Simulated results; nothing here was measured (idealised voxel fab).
Process module heading - voxel transistor to metal
Square cells of 5 nm make up the cross-section cut, whose width is 265 nm.
Throughout this document, each cross-section is represented as a grid of square cells and is presented as a sequence of bands enumerated from the top downward, where a band comprises one or more rows of cells.
What a band's entry tells you: where the top is and where the bottom is, as heights in nm, and after that what lies inside, material by material from left to right, each with its width in nm. Empty space is written as the word "empty", and a single material marked with the word "throughout" occupies the band from edge to edge.
Heights from 0 (as-received wafer is one material below). Bottom band endless downward, as "0 -> down".
Note: "30->40" means the width goes from the first number (top row of the band) to the second number (bottom row) in equal steps per row of cells.
"no alterations made" means the step left every cell of the cross-section as it was.
Listed in "Unvented cavities": every empty space of 8 or more cells without an open way to the top. Form: width x height at distance, the distance being from the left edge, all in nm.
The remark found on a step's line after its settings is issued by the simulator itself and pertains to that step.
The optional step-line setting "overlay nm" applies to steps with a mask and quantifies how far to the right of its planned location the mask lay, a negative value indicating leftward placement.
Guide to the pairs. Each holds a before and an after cross-section around one process step; the after cross-section is cut off at the lowest band that changed. Look under the pair for the step between them and its settings. Pairs can come from different runs of this module on the same starting wafer, so a pair follows on from the one above it only where its entry headed "Cross-section, before" says it does.
**Cross-section, before**
    40 -> 25  empty: 50, SiO2: 5, SiCN: 25, SiO2: 5, empty: 90, SiO2: 5, SiCN: 25, SiO2: 5, empty: 55
    25 -> 5  empty: 50, SiO2: 5, polySi: 25, SiO2: 5, empty: 90, SiO2: 5, polySi: 25, SiO2: 5, empty: 55
    5 -> 0  SiO2: 15, empty: 35, SiO2: 5, polySi: 25, SiO2: 5, empty: 35, SiO2: 20, empty: 35, SiO2: 5, polySi: 25, SiO2: 5, empty: 35, SiO2: 20
    0 -> -5  SiO2 throughout
    -5 -> -35  SiO2: 15, Si: 105, SiO2: 20, Si: 105, SiO2: 20
    -35 -> down  Si throughout
    Unvented cavities: none
**Structure After Step**
    50 -> 40  SiO2 throughout
    40 -> 25  SiO2: 55, SiCN: 25, SiO2: 100, SiCN: 25, SiO2: 60
    25 -> 0  SiO2: 55, polySi: 25, SiO2: 100, polySi: 25, SiO2: 60
    All layers under 0 are left as they were.
    Unvented cavities: none
Between the two cross-sections you see above, the step is FILL_DEP,material SiO2,thk nm 10
Cross-section, before: starting point is the after cross-section of the pair just above.
**Structure After Step**
    25 -> 0  SiO2: 55, polySi: 25, SiO2: 100, polySi: 25, SiO2: 60
    All layers under 0 are left as they were.
    Unvented cavities: none
Between the two cross-sections you see above, the step is CMP,height nm 25
Cross-section, before: starting point is the after cross-section of the pair just above.
**Structure After Step**
    25 -> 0  SiO2: 55, empty: 25, SiO2: 100, empty: 25, SiO2: 60
    All layers under 0 are left as they were.
    Unvented cavities: none
Between the two cross-sections you see above, the step is STRIP,etch materials polySi
Cross-section, before: starting point is the after cross-section of the pair just above.
**Structure After Step**
    20 -> -5  SiO2: 50, empty: 35, SiO2: 90, empty: 35, SiO2: 55
    All layers under -5 are left as they were.
    Unvented cavities: none
Between the two cross-sections you see above, the step is SELECTIVE_ETCH,etch materials SiO2,depth nm 5
Cross-section, before: starting point is the after cross-section of the pair just above.
**Structure After Step**
    25 -> 20  HfO2: 55, empty: 25, HfO2: 100, empty: 25, HfO2: 60
    20 -> 0  SiO2: 50, HfO2: 5, empty: 25, HfO2: 5, SiO2: 90, HfO2: 5, empty: 25, HfO2: 5, SiO2: 55
    0 -> -5  SiO2: 50, HfO2: 35, SiO2: 90, HfO2: 35, SiO2: 55
    All layers under -5 are left as they were.
    Unvented cavities: none
Between the two cross-sections you see above, the step is CONFORMAL_DEP,material HfO2,thk nm 5
Cross-section, before: starting point is the after cross-section of the pair just above.
**Structure After Step**
    30 -> 25  TiN: 60, empty: 15, TiN: 110, empty: 15, TiN: 65
    25 -> 20  HfO2: 55, TiN: 5, empty: 15, TiN: 5, HfO2: 100, TiN: 5, empty: 15, TiN: 5, HfO2: 60
    20 -> 5  SiO2: 50, HfO2: 5, TiN: 5, empty: 15, TiN: 5, HfO2: 5, SiO2: 90, HfO2: 5, TiN: 5, empty: 15, TiN: 5, HfO2: 5, SiO2: 55
    5 -> 0  SiO2: 50, HfO2: 5, TiN: 25, HfO2: 5, SiO2: 90, HfO2: 5, TiN: 25, HfO2: 5, SiO2: 55
    All layers under 0 are left as they were.
    Unvented cavities: none
Between the two cross-sections you see above, the step is CONFORMAL_DEP,material TiN,thk nm 5
Cross-section, before: starting point is the after cross-section of the pair just above.
**Structure After Step**
    40 -> 30  W throughout
    30 -> 25  TiN: 60, W: 15, TiN: 110, W: 15, TiN: 65
    25 -> 20  HfO2: 55, TiN: 5, W: 15, TiN: 5, HfO2: 100, TiN: 5, W: 15, TiN: 5, HfO2: 60
    20 -> 5  SiO2: 50, HfO2: 5, TiN: 5, W: 15, TiN: 5, HfO2: 5, SiO2: 90, HfO2: 5, TiN: 5, W: 15, TiN: 5, HfO2: 5, SiO2: 55
    All layers under 5 are left as they were.
    Unvented cavities: none
Between the two cross-sections you see above, the step is FILL_DEP,material W,thk nm 10
Cross-section, before: starting point is the after cross-section of the pair just above.
**Structure After Step**
    20 -> 5  SiO2: 50, HfO2: 5, TiN: 5, W: 15, TiN: 5, HfO2: 5, SiO2: 90, HfO2: 5, TiN: 5, W: 15, TiN: 5, HfO2: 5, SiO2: 55
    All layers under 5 are left as they were.
    Unvented cavities: none
Between the two cross-sections you see above, the step is CMP,height nm 20
Cross-section, before: starting point is the after cross-section of the pair just above.
**Structure After Step**
    30 -> 20  SiO2 throughout
    All layers under 20 are left as they were.
    Unvented cavities: none
Between the two cross-sections you see above, the step is DIRECTIONAL_DEP,material SiO2,thk nm 10
Cross-section, before: starting point is the after cross-section of the pair just above.
**Structure After Step**
    50 -> 30  resist: 25, empty: 15, resist: 55, empty: 15, resist: 40, empty: 15, resist: 55, empty: 15, resist: 30
    All layers under 30 are left as they were.
    Unvented cavities: none
Between the two cross-sections you see above, the step is PATTERN,tone open,mask id CONTACT,material resist,width nm 15,thk nm 20,overlay nm 0
Cross-section, before: starting point is the after cross-section of the pair just above.
**Structure After Step**
    50 -> 30  resist: 25, empty: 15, resist: 55, empty: 15, resist: 40, empty: 15, resist: 55, empty: 15, resist: 30
    30 -> 20  SiO2: 25, empty: 15, SiO2: 55, empty: 15, SiO2: 40, empty: 15, SiO2: 55, empty: 15, SiO2: 30
    20 -> 5  SiO2: 25, empty: 15, SiO2: 10, HfO2: 5, TiN: 5, W: 15, TiN: 5, HfO2: 5, SiO2: 10, empty: 15, SiO2: 40, empty: 15, SiO2: 10, HfO2: 5, TiN: 5, W: 15, TiN: 5, HfO2: 5, SiO2: 10, empty: 15, SiO2: 30
    5 -> 0  SiO2: 25, empty: 15, SiO2: 10, HfO2: 5, TiN: 25, HfO2: 5, SiO2: 10, empty: 15, SiO2: 40, empty: 15, SiO2: 10, HfO2: 5, TiN: 25, HfO2: 5, SiO2: 10, empty: 15, SiO2: 30
    All layers under 0 are left as they were.
    Unvented cavities: none
Between the two cross-sections you see above, the step is DIRECTIONAL_ETCH,etch materials SiO2,depth nm 30
Cross-section, before: starting point is the after cross-section of the pair just above.
**Structure After Step**
    30 -> 20  SiO2: 25, empty: 15, SiO2: 55, empty: 15, SiO2: 40, empty: 15, SiO2: 55, empty: 15, SiO2: 30
    All layers under 20 are left as they were.
    Unvented cavities: none
Between the two cross-sections you see above, the step is STRIP,etch materials resist
Cross-section, before: starting point is the after cross-section of the pair just above.
**Structure After Step**
    35 -> 30  TiN: 30, empty: 5, TiN: 65, empty: 5, TiN: 50, empty: 5, TiN: 65, empty: 5, TiN: 35
    30 -> 20  SiO2: 25, TiN: 5, empty: 5, TiN: 5, SiO2: 55, TiN: 5, empty: 5, TiN: 5, SiO2: 40, TiN: 5, empty: 5, TiN: 5, SiO2: 55, TiN: 5, empty: 5, TiN: 5, SiO2: 30
    20 -> 5  SiO2: 25, TiN: 5, empty: 5, TiN: 5, SiO2: 10, HfO2: 5, TiN: 5, W: 15, TiN: 5, HfO2: 5, SiO2: 10, TiN: 5, empty: 5, TiN: 5, SiO2: 40, TiN: 5, empty: 5, TiN: 5, SiO2: 10, HfO2: 5, TiN: 5, W: 15, TiN: 5, HfO2: 5, SiO2: 10, TiN: 5, empty: 5, TiN: 5, SiO2: 30
    5 -> 0  SiO2: 25, TiN: 15, SiO2: 10, HfO2: 5, TiN: 25, HfO2: 5, SiO2: 10, TiN: 15, SiO2: 40, TiN: 15, SiO2: 10, HfO2: 5, TiN: 25, HfO2: 5, SiO2: 10, TiN: 15, SiO2: 30
    All layers under 0 are left as they were.
    Unvented cavities: none
Between the two cross-sections you see above, the step is CONFORMAL_DEP,material TiN,thk nm 5
Cross-section, before: starting point is the after cross-section of the pair just above.
**Structure After Step**
    45 -> 35  Ru throughout
    35 -> 30  TiN: 30, Ru: 5, TiN: 65, Ru: 5, TiN: 50, Ru: 5, TiN: 65, Ru: 5, TiN: 35
    30 -> 20  SiO2: 25, TiN: 5, Ru: 5, TiN: 5, SiO2: 55, TiN: 5, Ru: 5, TiN: 5, SiO2: 40, TiN: 5, Ru: 5, TiN: 5, SiO2: 55, TiN: 5, Ru: 5, TiN: 5, SiO2: 30
    20 -> 5  SiO2: 25, TiN: 5, Ru: 5, TiN: 5, SiO2: 10, HfO2: 5, TiN: 5, W: 15, TiN: 5, HfO2: 5, SiO2: 10, TiN: 5, Ru: 5, TiN: 5, SiO2: 40, TiN: 5, Ru: 5, TiN: 5, SiO2: 10, HfO2: 5, TiN: 5, W: 15, TiN: 5, HfO2: 5, SiO2: 10, TiN: 5, Ru: 5, TiN: 5, SiO2: 30
    All layers under 5 are left as they were.
    Unvented cavities: none
Between the two cross-sections you see above, the step is FILL_DEP,material Ru,thk nm 10
Cross-section, before: starting point is the after cross-section of the pair just above.
**Structure After Step**
    30 -> 20  SiO2: 25, TiN: 5, Ru: 5, TiN: 5, SiO2: 55, TiN: 5, Ru: 5, TiN: 5, SiO2: 40, TiN: 5, Ru: 5, TiN: 5, SiO2: 55, TiN: 5, Ru: 5, TiN: 5, SiO2: 30
    All layers under 20 are left as they were.
    Unvented cavities: none
Between the two cross-sections you see above, the step is CMP,height nm 30
Cross-section, before: starting point is the after cross-section of the pair just above.
**Structure After Step**
    35 -> 30  SiN throughout
    All layers under 30 are left as they were.
    Unvented cavities: none
Between the two cross-sections you see above, the step is CONFORMAL_DEP,material SiN,thk nm 5
Cross-section, before: starting point is the after cross-section of the pair just above.
**Structure After Step**
    50 -> 35  lowk throughout
    All layers under 35 are left as they were.
    Unvented cavities: none
Between the two cross-sections you see above, the step is DIRECTIONAL_DEP,material lowk,thk nm 15
Cross-section, before: starting point is the after cross-section of the pair just above.
**Structure After Step**
    65 -> 50  resist: 25, empty: 15, resist: 55, empty: 15, resist: 40, empty: 15, resist: 55, empty: 15, resist: 30
    All layers under 50 are left as they were.
    Unvented cavities: none
Between the two cross-sections you see above, the step is PATTERN,tone open,mask id METAL_1,material resist,width nm 15,thk nm 15,overlay nm 0
Cross-section, before: starting point is the after cross-section of the pair just above.
**Structure After Step**
    65 -> 50  resist: 25, empty: 15, resist: 55, empty: 15, resist: 40, empty: 15, resist: 55, empty: 15, resist: 30
    50 -> 35  lowk: 25, empty: 15, lowk: 55, empty: 15, lowk: 40, empty: 15, lowk: 55, empty: 15, lowk: 30
    All layers under 35 are left as they were.
    Unvented cavities: none
Between the two cross-sections you see above, the step is DIRECTIONAL_ETCH,etch materials lowk,depth nm 15
Cross-section, before: starting point is the after cross-section of the pair just above.
**Structure After Step**
    65 -> 50  resist: 25, empty: 15, resist: 55, empty: 15, resist: 40, empty: 15, resist: 55, empty: 15, resist: 30
    50 -> 35  lowk: 25, empty: 15, lowk: 55, empty: 15, lowk: 40, empty: 15, lowk: 55, empty: 15, lowk: 30
    35 -> 30  SiN: 25, empty: 15, SiN: 55, empty: 15, SiN: 40, empty: 15, SiN: 55, empty: 15, SiN: 30
    All layers under 30 are left as they were.
    Unvented cavities: none
Between the two cross-sections you see above, the step is DIRECTIONAL_ETCH,etch materials SiN,depth nm 5
Cross-section, before: starting point is the after cross-section of the pair just above.
**Structure After Step**
    50 -> 35  lowk: 25, empty: 15, lowk: 55, empty: 15, lowk: 40, empty: 15, lowk: 55, empty: 15, lowk: 30
    All layers under 35 are left as they were.
    Unvented cavities: none
Between the two cross-sections you see above, the step is STRIP,etch materials resist
Cross-section, before: starting point is the after cross-section of the pair just above.
**Structure After Step**
    55 -> 50  TiN: 30, empty: 5, TiN: 65, empty: 5, TiN: 50, empty: 5, TiN: 65, empty: 5, TiN: 35
    50 -> 35  lowk: 25, TiN: 5, empty: 5, TiN: 5, lowk: 55, TiN: 5, empty: 5, TiN: 5, lowk: 40, TiN: 5, empty: 5, TiN: 5, lowk: 55, TiN: 5, empty: 5, TiN: 5, lowk: 30
    35 -> 30  SiN: 25, TiN: 15, SiN: 55, TiN: 15, SiN: 40, TiN: 15, SiN: 55, TiN: 15, SiN: 30
    All layers under 30 are left as they were.
    Unvented cavities: none
Between the two cross-sections you see above, the step is CONFORMAL_DEP,material TiN,thk nm 5
Cross-section, before: starting point is the after cross-section of the pair just above.
**Structure After Step**
    60 -> 55  Cu throughout
    55 -> 50  TiN: 30, Cu: 5, TiN: 65, Cu: 5, TiN: 50, Cu: 5, TiN: 65, Cu: 5, TiN: 35
    50 -> 35  lowk: 25, TiN: 5, Cu: 5, TiN: 5, lowk: 55, TiN: 5, Cu: 5, TiN: 5, lowk: 40, TiN: 5, Cu: 5, TiN: 5, lowk: 55, TiN: 5, Cu: 5, TiN: 5, lowk: 30
    All layers under 35 are left as they were.
    Unvented cavities: none
Between the two cross-sections you see above, the step is FILL_DEP,material Cu,thk nm 5
Cross-section, before: starting point is the after cross-section of the pair just above.
**Structure After Step**
    50 -> 35  lowk: 25, TiN: 5, Cu: 5, TiN: 5, lowk: 55, TiN: 5, Cu: 5, TiN: 5, lowk: 40, TiN: 5, Cu: 5, TiN: 5, lowk: 55, TiN: 5, Cu: 5, TiN: 5, lowk: 30
    All layers under 35 are left as they were.
    Unvented cavities: none
Between the two cross-sections you see above, the step is CMP,height nm 50
Cross-section, before: starting point is the after cross-section of the pair just above.
**Structure After Step**
    55 -> 50  empty: 20, Ru: 25, empty: 45, Ru: 25, empty: 30, Ru: 25, empty: 45, Ru: 25, empty: 25
    All layers under 50 are left as they were.
    Unvented cavities: none
Between the two cross-sections you see above, the step is EPI,material Ru,thk nm 5
Cross-section, before: starting point is the after cross-section of the pair just above.
**Structure After Step**
    60 -> 55  SiCN throughout
    55 -> 50  SiCN: 20, Ru: 25, SiCN: 45, Ru: 25, SiCN: 30, Ru: 25, SiCN: 45, Ru: 25, SiCN: 25
    All layers under 50 are left as they were.
    Unvented cavities: none
Between the two cross-sections you see above, the step is FILL_DEP,material SiCN,thk nm 5
**Cross-section, before**
    25 -> 15  aC throughout
    15 -> 5  SiN throughout
    5 -> 0  SiO2 throughout
    0 -> down  Si throughout
    Unvented cavities: none
**Structure After Step**
    55 -> 25  resist: 15, empty: 105, resist: 20, empty: 105, resist: 20
    All layers under 25 are left as they were.
    Unvented cavities: none
Between the two cross-sections you see above, the step is PATTERN,tone open,mask id ACTIVE,material resist,width nm 105,pitch nm 125,thk nm 30,overlay nm 0
Cross-section, before: starting point is the after cross-section of the pair just above.
**Structure After Step**
    45 -> 25  resist: 15, empty: 105, resist: 20, empty: 105, resist: 20
    25 -> 15  aC: 15, empty: 105, aC: 20, empty: 105, aC: 20
    All layers under 15 are left as they were.
    Unvented cavities: none
Between the two cross-sections you see above, the step is DIRECTIONAL_ETCH,etch materials aC,depth nm 10
Cross-section, before: starting point is the after cross-section of the pair just above.
**Structure After Step**
    25 -> 15  aC: 15, empty: 105, aC: 20, empty: 105, aC: 20
    All layers under 15 are left as they were.
    Unvented cavities: none
Between the two cross-sections you see above, the step is STRIP,etch materials resist
Cross-section, before: starting point is the after cross-section of the pair just above.
**Structure After Step**
    25 -> 15  aC: 15, empty: 105, aC: 20, empty: 105, aC: 20
    15 -> 5  SiN: 15, empty: 105, SiN: 20, empty: 105, SiN: 20
    All layers under 5 are left as they were.
    Unvented cavities: none
Between the two cross-sections you see above, the step is DIRECTIONAL_ETCH,etch materials SiN,depth nm 10
Cross-section, before: starting point is the after cross-section of the pair just above.
**Structure After Step**
    25 -> 15  aC: 15, empty: 105, aC: 20, empty: 105, aC: 20
    15 -> 5  SiN: 15, empty: 105, SiN: 20, empty: 105, SiN: 20
    5 -> 0  SiO2: 15, empty: 105, SiO2: 20, empty: 105, SiO2: 20
    All layers under 0 are left as they were.
    Unvented cavities: none
Between the two cross-sections you see above, the step is DIRECTIONAL_ETCH,etch materials SiO2,depth nm 5
Cross-section, before: starting point is the after cross-section of the pair just above.
**Structure After Step**
    25 -> 15  aC: 15, empty: 105, aC: 20, empty: 105, aC: 20
    15 -> 5  SiN: 15, empty: 105, SiN: 20, empty: 105, SiN: 20
    5 -> 0  SiO2: 15, empty: 105, SiO2: 20, empty: 105, SiO2: 20
    0 -> -35  Si: 15, empty: 105, Si: 20, empty: 105, Si: 20
    All layers under -35 are left as they were.
    Unvented cavities: none
Between the two cross-sections you see above, the step is DIRECTIONAL_ETCH,etch materials Si,depth nm 35
Cross-section, before: starting point is the after cross-section of the pair just above.
**Structure After Step**
    15 -> 5  SiN: 15, empty: 105, SiN: 20, empty: 105, SiN: 20
    All layers under 5 are left as they were.
    Unvented cavities: none
Between the two cross-sections you see above, the step is STRIP,etch materials aC
Cross-section, before: starting point is the after cross-section of the pair just above.
**Structure After Step**
    25 -> 15  SiO2 throughout
    15 -> 5  SiN: 15, SiO2: 105, SiN: 20, SiO2: 105, SiN: 20
    5 -> 0  SiO2 throughout
    0 -> -35  Si: 15, SiO2: 105, Si: 20, SiO2: 105, Si: 20
    All layers under -35 are left as they were.
    Unvented cavities: none
Between the two cross-sections you see above, the step is FILL_DEP,material SiO2,thk nm 10
Cross-section, before: starting point is the after cross-section of the pair just above.
**Structure After Step**
    15 -> 5  SiN: 15, SiO2: 105, SiN: 20, SiO2: 105, SiN: 20
    All layers under 5 are left as they were.
    Unvented cavities: none
Between the two cross-sections you see above, the step is CMP,height nm 15
Cross-section, before: starting point is the after cross-section of the pair just above.
**Structure After Step**
    15 -> 10  SiN: 15, empty: 105, SiN: 20, empty: 105, SiN: 20
    All layers under 10 are left as they were.
    Unvented cavities: none
Between the two cross-sections you see above, the step is SELECTIVE_ETCH,etch materials SiO2,depth nm 5
Cross-section, before: starting point is the after cross-section of the pair just above.
**Structure After Step**
    10 -> 5  empty: 15, SiO2: 105, empty: 20, SiO2: 105, empty: 20
    All layers under 5 are left as they were.
    Unvented cavities: none
Between the two cross-sections you see above, the step is STRIP,etch materials SiN
Cross-section, before: starting point is the after cross-section of the pair just above.
**Structure After Step**
    5 -> 0  empty: 20, SiO2: 95, empty: 30, SiO2: 95, empty: 25
    All layers under 0 are left as they were.
    Unvented cavities: none
Between the two cross-sections you see above, the step is SELECTIVE_ETCH,etch materials SiO2,depth nm 5
Cross-section, before: starting point is the after cross-section of the pair just above.
**Structure After Step**
    5 -> 0  empty: 20, SiO2: 95, empty: 30, SiO2: 95, empty: 25
    0 -> -5  SiO2 throughout
    All layers under -5 are left as they were.
    Unvented cavities: none
Between the two cross-sections you see above, the step is OXIDIZE,depth nm 5
Cross-section, before: starting point is the after cross-section of the pair just above.
**Structure After Step**
    30 -> 25  empty: 20, polySi: 95, empty: 30, polySi: 95, empty: 25
    25 -> 5  polySi throughout
    5 -> 0  polySi: 20, SiO2: 95, polySi: 30, SiO2: 95, polySi: 25
    All layers under 0 are left as they were.
    Unvented cavities: none
Between the two cross-sections you see above, the step is DIRECTIONAL_DEP,material polySi,thk nm 25
Cross-section, before: starting point is the after cross-section of the pair just above.
**Structure After Step**
    45 -> 40  empty: 20, SiCN: 95, empty: 30, SiCN: 95, empty: 25
    40 -> 30  SiCN throughout
    30 -> 25  SiCN: 20, polySi: 95, SiCN: 30, polySi: 95, SiCN: 25
    All layers under 25 are left as they were.
    Unvented cavities: none
Between the two cross-sections you see above, the step is DIRECTIONAL_DEP,material SiCN,thk nm 15
Cross-section, before: starting point is the after cross-section of the pair just above.
**Structure After Step**
    45 -> 30  empty: 55, SiCN: 25, empty: 100, SiCN: 25, empty: 60
    30 -> 25  empty: 20, polySi: 95, empty: 30, polySi: 95, empty: 25
    All layers under 25 are left as they were.
    Unvented cavities: none
Between the two cross-sections you see above, the step is MASKED_ETCH,tone cover,mask id GATE,width nm 25,pitch nm 125,etch materials SiCN,depth nm 25,overlay nm 0
Cross-section, before: starting point is the after cross-section of the pair just above.
**Structure After Step**
    45 -> 30  empty: 55, SiCN: 25, empty: 100, SiCN: 25, empty: 60
    30 -> 5  empty: 55, polySi: 25, empty: 100, polySi: 25, empty: 60
    5 -> 0  empty: 20, SiO2: 95, empty: 30, SiO2: 95, empty: 25
    All layers under 0 are left as they were.
    Unvented cavities: none
Between the two cross-sections you see above, the step is MASKED_ETCH,tone cover,mask id GATE,width nm 25,pitch nm 125,etch materials polySi,depth nm 35,overlay nm 0
Cross-section, before: starting point is the after cross-section of the pair just above.
**Structure After Step**
    50 -> 45  empty: 50, SiN: 35, empty: 90, SiN: 35, empty: 55
    45 -> 30  empty: 50, SiN: 5, SiCN: 25, SiN: 5, empty: 90, SiN: 5, SiCN: 25, SiN: 5, empty: 55
    30 -> 10  empty: 50, SiN: 5, polySi: 25, SiN: 5, empty: 90, SiN: 5, polySi: 25, SiN: 5, empty: 55
    10 -> 5  empty: 15, SiN: 40, polySi: 25, SiN: 40, empty: 20, SiN: 40, polySi: 25, SiN: 40, empty: 20
    5 -> 0  SiN: 20, SiO2: 95, SiN: 30, SiO2: 95, SiN: 25
    All layers under 0 are left as they were.
    Unvented cavities: none
Between the two cross-sections you see above, the step is CONFORMAL_DEP,material SiN,thk nm 5
Cross-section, before: starting point is the after cross-section of the pair just above.
**Structure After Step**
    45 -> 30  empty: 50, SiN: 5, SiCN: 25, SiN: 5, empty: 90, SiN: 5, SiCN: 25, SiN: 5, empty: 55
    30 -> 5  empty: 50, SiN: 5, polySi: 25, SiN: 5, empty: 90, SiN: 5, polySi: 25, SiN: 5, empty: 55
    5 -> 0  empty: 15, SiN: 5, SiO2: 95, SiN: 5, empty: 20, SiN: 5, SiO2: 95, SiN: 5, empty: 20
    All layers under 0 are left as they were.
    Unvented cavities: none
Between the two cross-sections you see above, the step is DIRECTIONAL_ETCH,etch materials SiN,depth nm 5
Cross-section, before: starting point is the after cross-section of the pair just above.
**Structure After Step**
    45 -> 30  empty: 50, SiN: 5, SiCN: 25, SiN: 5, empty: 90, SiN: 5, SiCN: 25, SiN: 5, empty: 55
    30 -> 5  empty: 50, SiN: 5, polySi: 25, SiN: 5, empty: 90, SiN: 5, polySi: 25, SiN: 5, empty: 55
    5 -> 0  empty: 15, SiN: 5, empty: 30, SiO2: 35, empty: 30, SiN: 5, empty: 20, SiN: 5, empty: 30, SiO2: 35, empty: 30, SiN: 5, empty: 20
    0 -> -5  empty: 15, SiO2: 105, empty: 20, SiO2: 105, empty: 20
    All layers under -5 are left as they were.
    Unvented cavities: none
Between the two cross-sections you see above, the step is DIRECTIONAL_ETCH,etch materials SiO2,depth nm 5
Cross-section, before: starting point is the after cross-section of the pair just above.
**Structure After Step**
    45 -> 30  empty: 50, SiN: 5, SiCN: 25, SiN: 5, empty: 90, SiN: 5, SiCN: 25, SiN: 5, empty: 55
    30 -> 5  empty: 50, SiN: 5, polySi: 25, SiN: 5, empty: 90, SiN: 5, polySi: 25, SiN: 5, empty: 55
    5 -> 0  empty: 15, SiN: 5, empty: 30, SiO2: 35, empty: 30, SiN: 5, empty: 20, SiN: 5, empty: 30, SiO2: 35, empty: 30, SiN: 5, empty: 20
    0 -> -5  nSi: 15, SiO2: 105, nSi: 20, SiO2: 105, nSi: 20
    All layers under -5 are left as they were.
    Unvented cavities: none
Between the two cross-sections you see above, the step is EPI,material nSi,thk nm 5
Cross-section, before: starting point is the after cross-section of the pair just above.
**Structure After Step**
    55 -> 45  SiO2 throughout
    45 -> 30  SiO2: 50, SiN: 5, SiCN: 25, SiN: 5, SiO2: 90, SiN: 5, SiCN: 25, SiN: 5, SiO2: 55
    30 -> 5  SiO2: 50, SiN: 5, polySi: 25, SiN: 5, SiO2: 90, SiN: 5, polySi: 25, SiN: 5, SiO2: 55
    5 -> 0  SiO2: 15, SiN: 5, SiO2: 95, SiN: 5, SiO2: 20, SiN: 5, SiO2: 95, SiN: 5, SiO2: 20
    All layers under 0 are left as they were.
    Unvented cavities: none
Between the two cross-sections you see above, the step is FILL_DEP,material SiO2,thk nm 10
Cross-section, before: starting point is the after cross-section of the pair just above.
**Structure After Step**
    25 -> 5  SiO2: 50, SiN: 5, polySi: 25, SiN: 5, SiO2: 90, SiN: 5, polySi: 25, SiN: 5, SiO2: 55
    All layers under 5 are left as they were.
    Unvented cavities: none
Between the two cross-sections you see above, the step is CMP,height nm 25
Cross-section, before: starting point is the after cross-section of the pair just above.
**Structure After Step**
    25 -> 5  SiO2: 50, SiN: 5, empty: 25, SiN: 5, SiO2: 90, SiN: 5, empty: 25, SiN: 5, SiO2: 55
    All layers under 5 are left as they were.
    Unvented cavities: none
Between the two cross-sections you see above, the step is STRIP,etch materials polySi
Cross-section, before: starting point is the after cross-section of the pair just above.
**Structure After Step**
    25 -> 20  empty: 50, SiN: 5, empty: 25, SiN: 5, empty: 90, SiN: 5, empty: 25, SiN: 5, empty: 55
    20 -> 5  SiO2: 50, SiN: 5, empty: 25, SiN: 5, SiO2: 90, SiN: 5, empty: 25, SiN: 5, SiO2: 55
    5 -> 0  SiO2: 15, SiN: 5, SiO2: 30, empty: 35, SiO2: 30, SiN: 5, SiO2: 20, SiN: 5, SiO2: 30, empty: 35, SiO2: 30, SiN: 5, SiO2: 20
    All layers under 0 are left as they were.
    Unvented cavities: none
Between the two cross-sections you see above, the step is SELECTIVE_ETCH,etch materials SiO2,depth nm 5
Cross-section, before: starting point is the after cross-section of the pair just above.
**Structure After Step**
    30 -> 25  empty: 45, HfO2: 15, empty: 15, HfO2: 15, empty: 80, HfO2: 15, empty: 15, HfO2: 15, empty: 50
    25 -> 20  HfO2: 50, SiN: 5, HfO2: 5, empty: 15, HfO2: 5, SiN: 5, HfO2: 90, SiN: 5, HfO2: 5, empty: 15, HfO2: 5, SiN: 5, HfO2: 55
    20 -> 5  SiO2: 50, SiN: 5, HfO2: 5, empty: 15, HfO2: 5, SiN: 5, SiO2: 90, SiN: 5, HfO2: 5, empty: 15, HfO2: 5, SiN: 5, SiO2: 55
    5 -> 0  SiO2: 15, SiN: 5, SiO2: 30, HfO2: 35, SiO2: 30, SiN: 5, SiO2: 20, SiN: 5, SiO2: 30, HfO2: 35, SiO2: 30, SiN: 5, SiO2: 20
    All layers under 0 are left as they were.
    Unvented cavities: none
Between the two cross-sections you see above, the step is CONFORMAL_DEP,material HfO2,thk nm 5
Cross-section, before: starting point is the after cross-section of the pair just above.
**Structure After Step**
    35 -> 30  empty: 40, TiN: 25, empty: 5, TiN: 25, empty: 70, TiN: 25, empty: 5, TiN: 25, empty: 45
    30 -> 25  TiN: 45, HfO2: 15, TiN: 5, empty: 5, TiN: 5, HfO2: 15, TiN: 80, HfO2: 15, TiN: 5, empty: 5, TiN: 5, HfO2: 15, TiN: 50
    25 -> 20  HfO2: 50, SiN: 5, HfO2: 5, TiN: 5, empty: 5, TiN: 5, HfO2: 5, SiN: 5, HfO2: 90, SiN: 5, HfO2: 5, TiN: 5, empty: 5, TiN: 5, HfO2: 5, SiN: 5, HfO2: 55
    20 -> 10  SiO2: 50, SiN: 5, HfO2: 5, TiN: 5, empty: 5, TiN: 5, HfO2: 5, SiN: 5, SiO2: 90, SiN: 5, HfO2: 5, TiN: 5, empty: 5, TiN: 5, HfO2: 5, SiN: 5, SiO2: 55
    10 -> 5  SiO2: 50, SiN: 5, HfO2: 5, TiN: 15, HfO2: 5, SiN: 5, SiO2: 90, SiN: 5, HfO2: 5, TiN: 15, HfO2: 5, SiN: 5, SiO2: 55
    All layers under 5 are left as they were.
    Unvented cavities: none
Between the two cross-sections you see above, the step is CONFORMAL_DEP,material TiN,thk nm 5
Cross-section, before: starting point is the after cross-section of the pair just above.
**Structure After Step**
    45 -> 35  W throughout
    35 -> 30  W: 40, TiN: 25, W: 5, TiN: 25, W: 70, TiN: 25, W: 5, TiN: 25, W: 45
    30 -> 25  TiN: 45, HfO2: 15, TiN: 5, W: 5, TiN: 5, HfO2: 15, TiN: 80, HfO2: 15, TiN: 5, W: 5, TiN: 5, HfO2: 15, TiN: 50
    25 -> 20  HfO2: 50, SiN: 5, HfO2: 5, TiN: 5, W: 5, TiN: 5, HfO2: 5, SiN: 5, HfO2: 90, SiN: 5, HfO2: 5, TiN: 5, W: 5, TiN: 5, HfO2: 5, SiN: 5, HfO2: 55
    20 -> 10  SiO2: 50, SiN: 5, HfO2: 5, TiN: 5, W: 5, TiN: 5, HfO2: 5, SiN: 5, SiO2: 90, SiN: 5, HfO2: 5, TiN: 5, W: 5, TiN: 5, HfO2: 5, SiN: 5, SiO2: 55
    All layers under 10 are left as they were.
    Unvented cavities: none
Between the two cross-sections you see above, the step is FILL_DEP,material W,thk nm 10
Cross-section, before: starting point is the after cross-section of the pair just above.
**Structure After Step**
    20 -> 10  SiO2: 50, SiN: 5, HfO2: 5, TiN: 5, W: 5, TiN: 5, HfO2: 5, SiN: 5, SiO2: 90, SiN: 5, HfO2: 5, TiN: 5, W: 5, TiN: 5, HfO2: 5, SiN: 5, SiO2: 55
    All layers under 10 are left as they were.
    Unvented cavities: none
Between the two cross-sections you see above, the step is CMP,height nm 20
Cross-section, before: starting point is the after cross-section of the pair just above.
**Structure After Step**
    30 -> 20  SiO2 throughout
    All layers under 20 are left as they were.
    Unvented cavities: none
Between the two cross-sections you see above, the step is DIRECTIONAL_DEP,material SiO2,thk nm 10
Cross-section, before: starting point is the after cross-section of the pair just above.
**Structure After Step**
    50 -> 30  resist: 25, empty: 15, resist: 55, empty: 15, resist: 40, empty: 15, resist: 55, empty: 15, resist: 30
    All layers under 30 are left as they were.
    Unvented cavities: none
Between the two cross-sections you see above, the step is PATTERN,tone open,mask id CONTACT,material resist,width nm 15,thk nm 20,overlay nm 0
